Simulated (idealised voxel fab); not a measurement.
The process module presented herein is designated voxel spacer lines.
Cross-section cut: width 200 nm, square cells of 5 nm.
Cross-section = grid of square cells, listed top down in bands; band = one or more rows. The band entry comprises the height of the band's top followed by the height of its bottom, expressed in nm, and subsequently the band's materials from left to right, each stated together with its width in nm. Where a single material is marked with the word "all across", that material fills the band from edge to edge. The word "air" represents empty space. Heads up on the height convention: 0 is the point under which the incoming wafer is all one material, and the lowest band has no bottom, it just keeps going down, like "0 nm and below". So if you see something like "30 to 40" for the width, read it as the top row of the band sitting at the first number and the bottom row at the second, with every row in between moving by the same amount as the last. "remains unaltered" for a step: no cell of the cross-section changed in that step. Empty spaces without an open route to the top, at least 8 cells in extent, make up the entry "Sealed internal voids"; each is given as width x height at distance, where the distance is measured from the left edge, and all are in nm. Formally, on a step line, whatever follows the settings is a remark that the simulator itself makes on the step. A step line may carry the setting "overlay nm", which, for steps involving a mask, states the distance by which the mask lay to the right of its intended position; negative values denote displacement to the left.

Process steps (planned):
| 1 | RECEIVE [material Si] |
| 2 | CONFORMAL_DEP [material Al2O3] [thk nm 10] |
| 3 | DIRECTIONAL_DEP [material W] [thk nm 20] |
| 4 | DIRECTIONAL_DEP [material aC] [thk nm 20] |
| 5 | PATTERN [tone cover] [mask id MANDREL] [material resist] [width nm 20] [pitch nm 60] [thk nm 25] [overlay nm 0] |
| 6 | DIRECTIONAL_ETCH [etch materials aC] [depth nm 20] |
| 7 | STRIP [etch materials resist] |
| 8 | CONFORMAL_DEP [material SiN] [thk nm 10] |
| 9 | DIRECTIONAL_ETCH [etch materials SiN] [depth nm 10] |
| 10 | STRIP [etch materials aC] |
| 11 | DIRECTIONAL_ETCH [etch materials W] [depth nm 20] |
| 12 | STRIP [etch materials SiN] |

First out of two wafers; run went to plan:

This is the cross-section of the wafer as we received it, i.e. after step 1:
- 0 nm and below  Si all across
- Sealed internal voids: none

Cross-sectional representation of the wafer at the conclusion of step 2:
- 10 nm to 0 nm  Al2O3 all across
- Below 0, the layers are the same as they were.

Cross-sectional representation of the wafer at the conclusion of step 3:
- 30 nm to 10 nm  W all across
- Below 10, the layers are the same as they were.

Cross-sectional representation of the wafer at the conclusion of step 4:
- 50 nm to 30 nm  aC all across
- Below 30, the layers are the same as they were.

Cross-sectional representation of the wafer at the conclusion of step 5:
- 75 nm to 50 nm  air 30 / resist 20 / air 40 / resist 20 / air 40 / resist 20 / air 30
- Below 50, the layers are the same as they were.

Cross-sectional representation of the wafer at the conclusion of step 6:
- 55 nm to 50 nm  air 30 / resist 20 / air 40 / resist 20 / air 40 / resist 20 / air 30
- 50 nm to 30 nm  air 30 / aC 20 / air 40 / aC 20 / air 40 / aC 20 / air 30
- Below 30, the layers are the same as they were.

Cross-sectional representation of the wafer at the conclusion of step 7:
- 50 nm to 30 nm  air 30 / aC 20 / air 40 / aC 20 / air 40 / aC 20 / air 30
- Below 30, the layers are the same as they were.

Cross-sectional representation of the wafer at the conclusion of step 8:
- 60 nm to 50 nm  air 20 / SiN 40 / air 20 / SiN 40 / air 20 / SiN 40 / air 20
- 50 nm to 40 nm  air 20 / SiN 10 / aC 20 / SiN 10 / air 20 / SiN 10 / aC 20 / SiN 10 / air 20 / SiN 10 / aC 20 / SiN 10 / air 20
- 40 nm to 30 nm  SiN 30 / aC 20 / SiN 40 / aC 20 / SiN 40 / aC 20 / SiN 30
- Below 30, the layers are the same as they were.

Cross-sectional representation of the wafer at the conclusion of step 9:
- 50 nm to 30 nm  air 20 / SiN 10 / aC 20 / SiN 10 / air 20 / SiN 10 / aC 20 / SiN 10 / air 20 / SiN 10 / aC 20 / SiN 10 / air 20
- Below 30, the layers are the same as they were.

Cross-sectional representation of the wafer at the conclusion of step 10:
- 50 nm to 30 nm  air 20 / SiN 10 / air 20 / SiN 10 / air 20 / SiN 10 / air 20 / SiN 10 / air 20 / SiN 10 / air 20 / SiN 10 / air 20
- Below 30, the layers are the same as they were.

Cross-sectional representation of the wafer at the conclusion of step 11:
- 50 nm to 30 nm  air 20 / SiN 10 / air 20 / SiN 10 / air 20 / SiN 10 / air 20 / SiN 10 / air 20 / SiN 10 / air 20 / SiN 10 / air 20
- 30 nm to 10 nm  air 20 / W 10 / air 20 / W 10 / air 20 / W 10 / air 20 / W 10 / air 20 / W 10 / air 20 / W 10 / air 20
- Below 10, the layers are the same as they were.

Cross-sectional representation of the wafer at the conclusion of step 12:
- 30 nm to 10 nm  air 20 / W 10 / air 20 / W 10 / air 20 / W 10 / air 20 / W 10 / air 20 / W 10 / air 20 / W 10 / air 20
- Below 10, the layers are the same as they were.

Wafer two. Same start, same plan, one slip in execution. Same as wafer one through step 4, inclusive:

Second wafer, cross-section, planned end of step 5:
- 75 nm to 50 nm  resist 30 / air 20 / resist 40 / air 20 / resist 40 / air 20 / resist 30
- Below 50, the layers are the same as they were.

Second wafer, cross-section, planned end of step 6:
- 55 nm to 50 nm  resist 30 / air 20 / resist 40 / air 20 / resist 40 / air 20 / resist 30
- 50 nm to 30 nm  aC 30 / air 20 / aC 40 / air 20 / aC 40 / air 20 / aC 30
- Below 30, the layers are the same as they were.

Second wafer, cross-section, planned end of step 7:
- 50 nm to 30 nm  aC 30 / air 20 / aC 40 / air 20 / aC 40 / air 20 / aC 30
- Below 30, the layers are the same as they were.

Second wafer, cross-section, planned end of step 8:
- 60 nm to 50 nm  SiN all across
- 50 nm to 30 nm  aC 30 / SiN 20 / aC 40 / SiN 20 / aC 40 / SiN 20 / aC 30
- Below 30, the layers are the same as they were.

Second wafer, cross-section, planned end of step 9:
- 50 nm to 30 nm  aC 30 / SiN 20 / aC 40 / SiN 20 / aC 40 / SiN 20 / aC 30
- Below 30, the layers are the same as they were.

Second wafer, cross-section, planned end of step 10:
- 50 nm to 30 nm  air 30 / SiN 20 / air 40 / SiN 20 / air 40 / SiN 20 / air 30
- Below 30, the layers are the same as they were.

Second wafer, cross-section, planned end of step 11:
- 50 nm to 30 nm  air 30 / SiN 20 / air 40 / SiN 20 / air 40 / SiN 20 / air 30
- 30 nm to 10 nm  air 30 / W 20 / air 40 / W 20 / air 40 / W 20 / air 30
- Below 10, the layers are the same as they were.

Second wafer, cross-section, planned end of step 12:
- 30 nm to 10 nm  air 30 / W 20 / air 40 / W 20 / air 40 / W 20 / air 30
- Below 10, the layers are the same as they were.
Nonconformance to the process plan: in deviation from the planned setting, step 5 was conducted as PATTERN [tone open] [mask id MANDREL] [material resist] [width nm 20] [pitch nm 60] [thk nm 25] [overlay nm 0]
Comparing end states, the material composition by cell count is preserved from the first wafer to the second, while the locations of the cells are not.
